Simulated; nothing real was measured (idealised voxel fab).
Process module in this document: voxel capacitor over wiring
We display cut, a cross-section 235 nm in width whose square cells are each 5 nm.
Cross-section layout: square cells on a grid; listed as bands, top to bottom; a band spans one or more cell rows.
Look at the band entry: it leads with the top's height and the bottom's height in nm. Then it lists the materials left to right, with a width in nm for each. The word "edge to edge" on a single material says that material fills the band edge to edge. The word "air" is empty space.
The reference from which all heights are counted is 0, the level beneath which the as-received wafer is entirely one material; the lowest band, having no lower bound, proceeds downward and is written after the example "0 -> down".
With a width like "30 to 40", each row of cells in the band differs from the next by the same amount, the top row carrying the first number and the bottom row the second.
Basically "left unchanged" means that step didn't change any cell in the cross-section.
So "Closed void roster" is basically the list of trapped voids: any empty space of 8 cells or more that can't reach the top through an opening. They're written width x height at distance, the distance being from the left edge, and it's all nm.
Note: text after step settings on the step line = simulator remark on that step.
The optional step-line setting "overlay nm" applies to steps with a mask and quantifies how far to the right of its planned location the mask lay, a negative value indicating leftward placement.

# So here's the lineup of process steps we planned
1,op RECEIVE | material Si
2,op CONFORMAL_DEP | material SiO2 | thk nm 10
3,op DIRECTIONAL_DEP | material TiN | thk nm 5
4,op DIRECTIONAL_DEP | material Ru | thk nm 25
5,op MASKED_ETCH | tone cover | mask id METAL_1 | width nm 30 | pitch nm 95 | etch materials Ru | depth nm 25 | overlay nm 0
6,op MASKED_ETCH | tone cover | mask id METAL_1 | width nm 30 | pitch nm 95 | etch materials TiN | depth nm 5 | overlay nm 0
7,op CONFORMAL_DEP | material SiCN | thk nm 5
8,op FILL_DEP | material SiO2 | thk nm 5
9,op CMP | height nm 40
10,op CONFORMAL_DEP | material SiCN | thk nm 5
11,op DIRECTIONAL_DEP | material SiO2 | thk nm 20
12,op PATTERN | tone open | mask id PLUG_1 | material resist | width nm 15 | thk nm 20 | overlay nm 0
13,op DIRECTIONAL_ETCH | etch materials SiO2 | depth nm 20
14,op DIRECTIONAL_ETCH | etch materials SiCN | depth nm 5
15,op STRIP | etch materials resist
16,op CONFORMAL_DEP | material TiN | thk nm 5
17,op FILL_DEP | material W | thk nm 10
18,op CMP | height nm 65
19,op DIRECTIONAL_DEP | material TiN | thk nm 10
20,op DIRECTIONAL_DEP | material Al2O3 | thk nm 5
21,op DIRECTIONAL_DEP | material TiN | thk nm 10
22,op MASKED_ETCH | tone cover | mask id UPPER_PLATE | width nm 70 | etch materials TiN | depth nm 10 | overlay nm 0
23,op MASKED_ETCH | tone cover | mask id UPPER_PLATE | width nm 70 | etch materials Al2O3 | depth nm 5 | overlay nm 0
24,op MASKED_ETCH | tone cover | mask id LOWER_PLATE | width nm 80 | etch materials TiN | depth nm 10 | overlay nm 0
25,op FILL_DEP | material SiO2 | thk nm 20
26,op CMP | height nm 105
27,op DIRECTIONAL_DEP | material aC | thk nm 10
28,op PATTERN | tone open | mask id PLUG_2 | material resist | width nm 15 | thk nm 30 | overlay nm 0
29,op DIRECTIONAL_ETCH | etch materials aC | depth nm 10
30,op STRIP | etch materials resist
31,op DIRECTIONAL_ETCH | etch materials SiO2 | depth nm 15
32,op STRIP | etch materials aC
33,op CONFORMAL_DEP | material TiN | thk nm 5
34,op FILL_DEP | material Ru | thk nm 5
35,op CMP | height nm 105
36,op CONFORMAL_DEP | material SiCN | thk nm 5

# Shown in cross-section is the wafer as received, that is, as it stands after step 1
    0 -> down = Si edge to edge
    Closed void roster: none

# The cross-section shown corresponds to the wafer at the conclusion of the module. The initial structure and the process plan are those presented above; however, one mistake occurred in executing the plan
    110 -> 105 = SiCN edge to edge
    105 -> 95 = SiO2 80 nm; TiN 5 nm; Ru 5 nm; TiN 5 nm; SiO2 140 nm
    95 -> 90 = SiO2 80 nm; TiN 15 nm; SiO2 140 nm
    90 -> 80 = SiO2 70 nm; TiN 70 nm; SiO2 95 nm
    80 -> 75 = SiO2 70 nm; Al2O3 70 nm; SiO2 95 nm
    75 -> 65 = SiO2 65 nm; TiN 80 nm; SiO2 90 nm
    65 -> 45 = SiO2 70 nm; TiN 5 nm; W 5 nm; TiN 5 nm; SiO2 150 nm
    45 -> 40 = SiCN 70 nm; TiN 15 nm; SiCN 150 nm
    40 -> 20 = SiO2 55 nm; SiCN 5 nm; Ru 30 nm; SiCN 5 nm; SiO2 55 nm; SiCN 5 nm; Ru 30 nm; SiCN 5 nm; SiO2 45 nm
    20 -> 15 = SiO2 50 nm; SiCN 10 nm; Ru 30 nm; SiCN 5 nm; SiO2 50 nm; SiCN 10 nm; Ru 30 nm; SiCN 5 nm; SiO2 45 nm
    15 -> 10 = SiCN 55 nm; TiN 35 nm; SiCN 60 nm; TiN 35 nm; SiCN 50 nm
    10 -> 0 = SiO2 edge to edge
    0 -> down = Si edge to edge
    Closed void roster: none
Where did the run depart from the plan? step 5, actual vs plan mismatch, actual run op MASKED_ETCH | tone cover | mask id METAL_1 | width nm 30 | pitch nm 95 | etch materials Ru | depth nm 25 | overlay nm 5
